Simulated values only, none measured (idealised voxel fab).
process module | voxel transistor to metal
cross-section cut | 295 nm wide | cells 5 nm
A cross-section is a grid of square cells, given in bands from the top down. A band is one or more rows of cells.
Each band's line starts with the height of the band's top and of its bottom, in nm. Then come its materials from left to right, each with its width in nm. One material with "throughout" fills the band from edge to edge. "air" is empty space.
Height 0 is the level under which the wafer as received is all one material. The lowest band goes on downwards, as in "0 down".
A width such as "30 to 40" changes by the same amount from each row of cells to the next, from the band's top row to its bottom row.
"no change" after a step means that no cell of the cross-section changed.
closed voids: empty space of 8 cells or more with no open way to the top, each as width x height at its distance from the left edge, in nm
after a step's settings: what the simulator itself notes on the step
overlay nm, on a step with a mask: how far to the right of its planned place the mask lay; to the left if negative
plan
1 op RECEIVE | material Si
2 op OXIDIZE | depth nm 5
3 op CONFORMAL_DEP | material SiN | thk nm 15
4 op DIRECTIONAL_DEP | material aC | thk nm 10
5 op PATTERN | tone cover | mask id ACTIVE | material resist | width nm 95 | pitch nm 125 | thk nm 30 | overlay nm 0
6 op DIRECTIONAL_ETCH | etch materials aC | depth nm 10
7 op STRIP | etch materials resist
8 op DIRECTIONAL_ETCH | etch materials SiN | depth nm 15
9 op DIRECTIONAL_ETCH | etch materials SiO2 | depth nm 5
10 op DIRECTIONAL_ETCH | etch materials Si | depth nm 35
11 op STRIP | etch materials aC
12 op OXIDIZE | depth nm 5
13 op FILL_DEP | material SiO2 | thk nm 15
14 op CMP | height nm 15
15 op SELECTIVE_ETCH | etch materials SiO2 | depth nm 5
16 op STRIP | etch materials SiN
17 op SELECTIVE_ETCH | etch materials SiO2 | depth nm 5
18 op OXIDIZE | depth nm 5
19 op DIRECTIONAL_DEP | material polySi | thk nm 30
20 op DIRECTIONAL_DEP | material SiCN | thk nm 15
21 op MASKED_ETCH | tone cover | mask id GATE | width nm 25 | pitch nm 125 | etch materials SiCN | depth nm 25 | overlay nm 0
22 op MASKED_ETCH | tone cover | mask id GATE | width nm 25 | pitch nm 125 | etch materials polySi | depth nm 40 | overlay nm 0
23 op CONFORMAL_DEP | material SiN | thk nm 5
24 op DIRECTIONAL_ETCH | etch materials SiN | depth nm 5
25 op DIRECTIONAL_ETCH | etch materials SiO2 | depth nm 5
26 op EPI | material nSi | thk nm 5
27 op FILL_DEP | material SiO2 | thk nm 5
28 op CMP | height nm 40
29 op DIRECTIONAL_DEP | material SiO2 | thk nm 10
30 op DIRECTIONAL_DEP | material aC | thk nm 10
31 op PATTERN | tone open | mask id CONTACT | material resist | width nm 25 | thk nm 30 | overlay nm 0
32 op DIRECTIONAL_ETCH | etch materials aC | depth nm 10
33 op STRIP | etch materials resist
34 op DIRECTIONAL_ETCH | etch materials SiO2 | depth nm 55
35 op STRIP | etch materials aC
36 op CONFORMAL_DEP | material TiN | thk nm 5
37 op FILL_DEP | material Ru | thk nm 10
38 op CMP | height nm 50
39 op DIRECTIONAL_DEP | material TiN | thk nm 5
40 op DIRECTIONAL_DEP | material W | thk nm 15
41 op DIRECTIONAL_DEP | material aC | thk nm 15
42 op PATTERN | tone cover | mask id METAL_1 | material resist | width nm 15 | thk nm 35 | overlay nm 0
43 op DIRECTIONAL_ETCH | etch materials aC | depth nm 15
44 op STRIP | etch materials resist
45 op DIRECTIONAL_ETCH | etch materials W | depth nm 15
46 op DIRECTIONAL_ETCH | etch materials TiN | depth nm 5
47 op STRIP | etch materials aC
48 op FILL_DEP | material SiO2 | thk nm 5
49 op CMP | height nm 70
50 op CONFORMAL_DEP | material SiN | thk nm 5
as received, after step 1
  0 down: Si throughout
  closed voids: none
first wafer at the end, as planned
  75 to 70: SiN throughout
  70 to 55: SiO2 40 | W 15 | SiO2 55 | W 15 | SiO2 40 | W 15 | SiO2 55 | W 15 | SiO2 45
  55 to 50: SiO2 40 | TiN 15 | SiO2 55 | TiN 15 | SiO2 40 | TiN 15 | SiO2 55 | TiN 15 | SiO2 45
  50 to 40: SiO2 40 | TiN 5 | Ru 15 | TiN 5 | SiO2 35 | TiN 5 | Ru 15 | TiN 5 | SiO2 40 | TiN 5 | Ru 15 | TiN 5 | SiO2 35 | TiN 5 | Ru 15 | TiN 5 | SiO2 45
  40 to 25: SiO2 40 | TiN 5 | Ru 15 | TiN 5 | SiN 5 | SiCN 25 | SiN 5 | TiN 5 | Ru 15 | TiN 5 | SiO2 40 | TiN 5 | Ru 15 | TiN 5 | SiN 5 | SiCN 25 | SiN 5 | TiN 5 | Ru 15 | TiN 5 | SiO2 45
  25 to 5: SiO2 40 | TiN 5 | Ru 15 | TiN 5 | SiN 5 | polySi 25 | SiN 5 | TiN 5 | Ru 15 | TiN 5 | SiO2 40 | TiN 5 | Ru 15 | TiN 5 | SiN 5 | polySi 25 | SiN 5 | TiN 5 | Ru 15 | TiN 5 | SiO2 45
  5 to 0: SiO2 30 | SiN 5 | SiO2 5 | TiN 5 | Ru 15 | TiN 5 | SiN 5 | polySi 25 | SiN 5 | TiN 5 | Ru 15 | TiN 5 | SiO2 5 | SiN 5 | SiO2 20 | SiN 5 | SiO2 5 | TiN 5 | Ru 15 | TiN 5 | SiN 5 | polySi 25 | SiN 5 | TiN 5 | Ru 15 | TiN 5 | SiO2 5 | SiN 5 | SiO2 35
  0 to -5: SiO2 30 | SiN 5 | SiO2 5 | TiN 25 | SiN 5 | polySi 25 | SiN 5 | TiN 25 | SiO2 5 | SiN 5 | SiO2 20 | SiN 5 | SiO2 5 | TiN 25 | SiN 5 | polySi 25 | SiN 5 | TiN 25 | SiO2 5 | SiN 5 | SiO2 35
  -5 to -10: SiO2 35 | nSi 30 | SiO2 35 | nSi 30 | SiO2 30 | nSi 30 | SiO2 35 | nSi 30 | SiO2 40
  -10 to -45: SiO2 40 | Si 85 | SiO2 40 | Si 85 | SiO2 45
  -45 down: Si throughout
  closed voids: none
second wafer at the end: like start, like plan, one mistake
  75 to 70: SiN throughout
  70 to 55: W 40 | SiO2 15 | W 55 | SiO2 15 | W 40 | SiO2 15 | W 55 | SiO2 15 | W 45
  55 to 50: TiN 40 | SiO2 15 | TiN 55 | SiO2 15 | TiN 40 | SiO2 15 | TiN 55 | SiO2 15 | TiN 45
  50 to 40: SiO2 40 | TiN 5 | Ru 15 | TiN 5 | SiO2 35 | TiN 5 | Ru 15 | TiN 5 | SiO2 40 | TiN 5 | Ru 15 | TiN 5 | SiO2 35 | TiN 5 | Ru 15 | TiN 5 | SiO2 45
  40 to 25: SiO2 40 | TiN 5 | Ru 15 | TiN 5 | SiN 5 | SiCN 25 | SiN 5 | TiN 5 | Ru 15 | TiN 5 | SiO2 40 | TiN 5 | Ru 15 | TiN 5 | SiN 5 | SiCN 25 | SiN 5 | TiN 5 | Ru 15 | TiN 5 | SiO2 45
  25 to 5: SiO2 40 | TiN 5 | Ru 15 | TiN 5 | SiN 5 | polySi 25 | SiN 5 | TiN 5 | Ru 15 | TiN 5 | SiO2 40 | TiN 5 | Ru 15 | TiN 5 | SiN 5 | polySi 25 | SiN 5 | TiN 5 | Ru 15 | TiN 5 | SiO2 45
  5 to 0: SiO2 30 | SiN 5 | SiO2 5 | TiN 5 | Ru 15 | TiN 5 | SiN 5 | polySi 25 | SiN 5 | TiN 5 | Ru 15 | TiN 5 | SiO2 5 | SiN 5 | SiO2 20 | SiN 5 | SiO2 5 | TiN 5 | Ru 15 | TiN 5 | SiN 5 | polySi 25 | SiN 5 | TiN 5 | Ru 15 | TiN 5 | SiO2 5 | SiN 5 | SiO2 35
  0 to -5: SiO2 30 | SiN 5 | SiO2 5 | TiN 25 | SiN 5 | polySi 25 | SiN 5 | TiN 25 | SiO2 5 | SiN 5 | SiO2 20 | SiN 5 | SiO2 5 | TiN 25 | SiN 5 | polySi 25 | SiN 5 | TiN 25 | SiO2 5 | SiN 5 | SiO2 35
  -5 to -10: SiO2 35 | nSi 30 | SiO2 35 | nSi 30 | SiO2 30 | nSi 30 | SiO2 35 | nSi 30 | SiO2 40
  -10 to -45: SiO2 40 | Si 85 | SiO2 40 | Si 85 | SiO2 45
  -45 down: Si throughout
  closed voids: none
what went wrong: step 42 ran as: op PATTERN | tone open | mask id METAL_1 | material resist | width nm 15 | thk nm 35 | overlay nm 0
at the end the second wafer has, in cells: 140 fewer of SiO2 | 35 more of TiN | 105 more of W
